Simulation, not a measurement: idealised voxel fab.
Module name: voxel lift off (process module)
Pictured: cross-section cut, 260 nm wide, on a grid of 5 nm square cells.
Heads up, the way a cross-section reads in here is a grid of square cells, handed over as bands from the top down, with every band being one or more rows of cells.
Each band's line starts with the height of the band's top and of its bottom, in nm. Then come its materials from left to right, each with its width in nm. One material with "full width" fills the band from edge to edge. "empty" is empty space.
Measure heights from 0. That's the level where, below it, the as-received wafer is all one material. The lowest band is bottomless and extends downward; write it as in "from 0 down".
A width given as "30 to 40" starts at the first number in the band's top row and ends at the second number in its bottom row, shifting by an equal amount at every step from row to row.
"no change occurred" -> step changed no cross-section cell.
You'll see "Enclosed empty spaces" listing empty spaces that have no way open to the top, as long as they're 8 cells or more; the notation is width x height at distance, where the distance is from the left edge, and all of it is in nm.
If you see something after the settings on a step's line, that's the simulator's own remark about that step.
For masked steps, "overlay nm" on the step line gives how far right of plan the mask actually lay; a minus sign means it lay to the left.
Process steps (planned)
1) RECEIVE: material Si
2) CONFORMAL_DEP: material SiN, thk nm 15
3) PATTERN: tone open, mask id LINES, material resist, width nm 25, pitch nm 50, thk nm 30, overlay nm 0
4) DIRECTIONAL_DEP: material Ru, thk nm 15
5) STRIP: etch materials resist
6) CONFORMAL_DEP: material SiCN, thk nm 5
The first of a set of two wafers, run to plan
Cross-section, incoming material, after step 1
	from 0 down = Si full width
	Enclosed empty spaces: none
Upon completion of step 2, the wafer appears in cross-section as shown
	from 15 to 0 = SiN full width
	Rest of section, below 0: as before.
Upon completion of step 3, the wafer appears in cross-section as shown
	from 45 to 15 = resist=65  empty=25  resist=25  empty=25  resist=25  empty=25  resist=70
	Rest of section, below 15: as before.
Upon completion of step 4, the wafer appears in cross-section as shown
	from 60 to 45 = Ru=65  empty=25  Ru=25  empty=25  Ru=25  empty=25  Ru=70
	from 45 to 30 = resist=65  empty=25  resist=25  empty=25  resist=25  empty=25  resist=70
	from 30 to 15 = resist=65  Ru=25  resist=25  Ru=25  resist=25  Ru=25  resist=70
	Rest of section, below 15: as before.
Upon completion of step 5, the wafer appears in cross-section as shown
	from 30 to 15 = empty=65  Ru=25  empty=25  Ru=25  empty=25  Ru=25  empty=70
	Rest of section, below 15: as before.
Upon completion of step 6, the wafer appears in cross-section as shown
	from 35 to 30 = empty=60  SiCN=35  empty=15  SiCN=35  empty=15  SiCN=35  empty=65
	from 30 to 20 = empty=60  SiCN=5  Ru=25  SiCN=5  empty=15  SiCN=5  Ru=25  SiCN=5  empty=15  SiCN=5  Ru=25  SiCN=5  empty=65
	from 20 to 15 = SiCN=65  Ru=25  SiCN=25  Ru=25  SiCN=25  Ru=25  SiCN=70
	Rest of section, below 15: as before.
Second of two: same start, same plan, one run error; steps up to and including 2 match the first
Second wafer, sectioned view, at step 3's planned end time
	from 45 to 15 = empty=65  resist=25  empty=25  resist=25  empty=25  resist=25  empty=70
	Rest of section, below 15: as before.
Second wafer, sectioned view, at step 4's planned end time
	from 60 to 45 = empty=65  Ru=25  empty=25  Ru=25  empty=25  Ru=25  empty=70
	from 45 to 30 = empty=65  resist=25  empty=25  resist=25  empty=25  resist=25  empty=70
	from 30 to 15 = Ru=65  resist=25  Ru=25  resist=25  Ru=25  resist=25  Ru=70
	Rest of section, below 15: as before.
Second wafer, sectioned view, at step 5's planned end time
	from 30 to 15 = Ru=65  empty=25  Ru=25  empty=25  Ru=25  empty=25  Ru=70
	Rest of section, below 15: as before.
Second wafer, sectioned view, at step 6's planned end time
	from 35 to 30 = SiCN=70  empty=15  SiCN=35  empty=15  SiCN=35  empty=15  SiCN=75
	from 30 to 20 = Ru=65  SiCN=5  empty=15  SiCN=5  Ru=25  SiCN=5  empty=15  SiCN=5  Ru=25  SiCN=5  empty=15  SiCN=5  Ru=70
	from 20 to 15 = Ru=65  SiCN=25  Ru=25  SiCN=25  Ru=25  SiCN=25  Ru=70
	Rest of section, below 15: as before.
What was the processing mistake? step 3, actual vs plan mismatch, actual run PATTERN: tone cover, mask id LINES, material resist, width nm 25, pitch nm 50, thk nm 30, overlay nm 0
Bottom line after processing is that, in cells, the second wafer is up or down on some materials versus the first: Ru +66
